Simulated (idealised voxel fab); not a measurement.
A process module follows: voxel capacitor over wiring.
Pictured: cross-section cut, 275 nm wide, on a grid of 5 nm square cells.
Reading order for cross-sections: top band down to bottom band. Underlying form: a grid of square cells. Band size: one or more rows of cells. Basically the band line says how high the top is and how high the bottom is, in nm, and then what's in it from left to right, every material with its width in nm. Empty space shows up as "air", and if a single material carries "throughout" it runs the full band edge to edge. Note: height 0 marks the level under which the wafer is uniformly one material as received. Lowest band unbounded below, written "top 0, no bottom". Width spec "30..40" -> top row of cells at first value, bottom row at second value, equal per-row change in between. When a step is marked "no change", none of the cells in the cross-section changed during that step. The entry "Enclosed void entries" lists the empty spaces that cover at least 8 cells and have no open path to the top. Each is written as width x height at distance, where the distance is measured from the left edge and all three values are in nm. On each step's line, the part that comes after the settings is the simulator's own comment on the step. The setting "overlay nm" may be written on the line of a step. When the step uses a mask, the value reports how far to the right of the planned place the mask lay, and a negative value reports that it lay to the left.
## Planned process steps
step 1: RECEIVE: material Si
step 2: CONFORMAL_DEP: material SiO2, thk nm 15
step 3: CONFORMAL_DEP: material SiN, thk nm 5
step 4: DIRECTIONAL_DEP: material SiO2, thk nm 20
step 5: MASKED_ETCH: tone open, mask id METAL_1, width nm 20, pitch nm 70, etch materials SiO2, depth nm 20, overlay nm 0
step 6: MASKED_ETCH: tone open, mask id METAL_1, width nm 20, pitch nm 70, etch materials SiN, depth nm 5, overlay nm 0
step 7: CONFORMAL_DEP: material TiN, thk nm 5
step 8: FILL_DEP: material W, thk nm 5
step 9: CMP: height nm 40
step 10: CONFORMAL_DEP: material SiCN, thk nm 5
step 11: DIRECTIONAL_DEP: material lowk, thk nm 10
step 12: PATTERN: tone open, mask id PLUG_1, material resist, width nm 15, thk nm 15, overlay nm 0
step 13: DIRECTIONAL_ETCH: etch materials lowk, depth nm 10
step 14: DIRECTIONAL_ETCH: etch materials SiCN, depth nm 5
step 15: STRIP: etch materials resist
step 16: CONFORMAL_DEP: material TiN, thk nm 5
step 17: FILL_DEP: material Cu, thk nm 10
step 18: CMP: height nm 55
step 19: DIRECTIONAL_DEP: material TiN, thk nm 5
step 20: DIRECTIONAL_DEP: material SiN, thk nm 5
step 21: DIRECTIONAL_DEP: material TiN, thk nm 10
step 22: MASKED_ETCH: tone cover, mask id UPPER_PLATE, width nm 55, etch materials TiN, depth nm 10, overlay nm 0
step 23: MASKED_ETCH: tone cover, mask id UPPER_PLATE, width nm 55, etch materials SiN, depth nm 5, overlay nm 0
step 24: MASKED_ETCH: tone cover, mask id LOWER_PLATE, width nm 65, etch materials TiN, depth nm 10, overlay nm 0
step 25: FILL_DEP: material SiO2, thk nm 15
step 26: CMP: height nm 90
step 27: MASKED_ETCH: tone open, mask id PLUG_2, width nm 15, etch materials SiO2, depth nm 10, overlay nm 0
step 28: CONFORMAL_DEP: material TiN, thk nm 5
step 29: FILL_DEP: material W, thk nm 10
step 30: CMP: height nm 90
step 31: CONFORMAL_DEP: material SiN, thk nm 5
The value of thk nm given for step 19 in the plan refers to the first wafer; the wafers vary in this setting and are alike at the start.
## The first of several wafers as received, shown in cross-section; this is its state after step 1
  top 0, no bottom = Si throughout
  Enclosed void entries: none
## The figure below presents a cross-section of the first of several wafers at the conclusion of the module, following its last step, step 31
  top 95, bottom 90 = SiN throughout
  top 90, bottom 85 = SiO2=105, then TiN=5, then W=5, then TiN=5, then SiO2=155
  top 85, bottom 80 = SiO2=105, then TiN=15, then SiO2=155
  top 80, bottom 75 = SiO2 throughout
  top 75, bottom 65 = SiO2=95, then TiN=55, then SiO2=125
  top 65, bottom 60 = SiO2=95, then SiN=55, then SiO2=125
  top 60, bottom 55 = SiO2=90, then TiN=65, then SiO2=120
  top 55, bottom 45 = lowk=95, then TiN=5, then Cu=5, then TiN=5, then lowk=165
  top 45, bottom 40 = SiCN=95, then TiN=15, then SiCN=165
  top 40, bottom 20 = SiO2=90, then TiN=5, then W=10, then TiN=5, then SiO2=50, then TiN=5, then W=10, then TiN=5, then SiO2=95
  top 20, bottom 15 = SiN=90, then TiN=20, then SiN=50, then TiN=20, then SiN=95
  top 15, bottom 0 = SiO2 throughout
  top 0, no bottom = Si throughout
  Enclosed void entries: none
## Cross-sectional depiction of the last of several wafers upon completion of the module
  top 95, bottom 90 = SiN throughout
  top 90, bottom 85 = SiO2=95, then TiN=55, then SiO2=125
  top 85, bottom 80 = SiO2=95, then SiN=55, then SiO2=125
  top 80, bottom 70 = SiO2=90, then TiN=65, then SiO2=120
  top 70, bottom 55 = TiN throughout
  top 55, bottom 45 = lowk=95, then TiN=5, then Cu=5, then TiN=5, then lowk=165
  top 45, bottom 40 = SiCN=95, then TiN=15, then SiCN=165
  top 40, bottom 20 = SiO2=90, then TiN=5, then W=10, then TiN=5, then SiO2=50, then TiN=5, then W=10, then TiN=5, then SiO2=95
  top 20, bottom 15 = SiN=90, then TiN=20, then SiN=50, then TiN=20, then SiN=95
  top 15, bottom 0 = SiO2 throughout
  top 0, no bottom = Si throughout
  Enclosed void entries: none
## Tabulated below, wafer by wafer, are the end-of-module results: for each material, the number of cells gained (+) or lost (-) relative to the as-received state, followed by the closed voids
thk nm 5; +2 Cu; +52 SiCN; +113 SiN; +686 SiO2; +71 TiN; +17 W; +104 lowk; Enclosed void entries: none
thk nm 10; +2 Cu; +52 SiCN; +113 SiN; +673 SiO2; +84 TiN; +17 W; +104 lowk; Enclosed void entries: none
thk nm 15; +2 Cu; +52 SiCN; +113 SiN; +621 SiO2; +137 TiN; +16 W; +104 lowk; Enclosed void entries: none
thk nm 20; +2 Cu; +52 SiCN; +113 SiN; +569 SiO2; +189 TiN; +16 W; +104 lowk; Enclosed void entries: none
thk nm 25; +2 Cu; +52 SiCN; +113 SiN; +525 SiO2; +233 TiN; +16 W; +104 lowk; Enclosed void entries: none
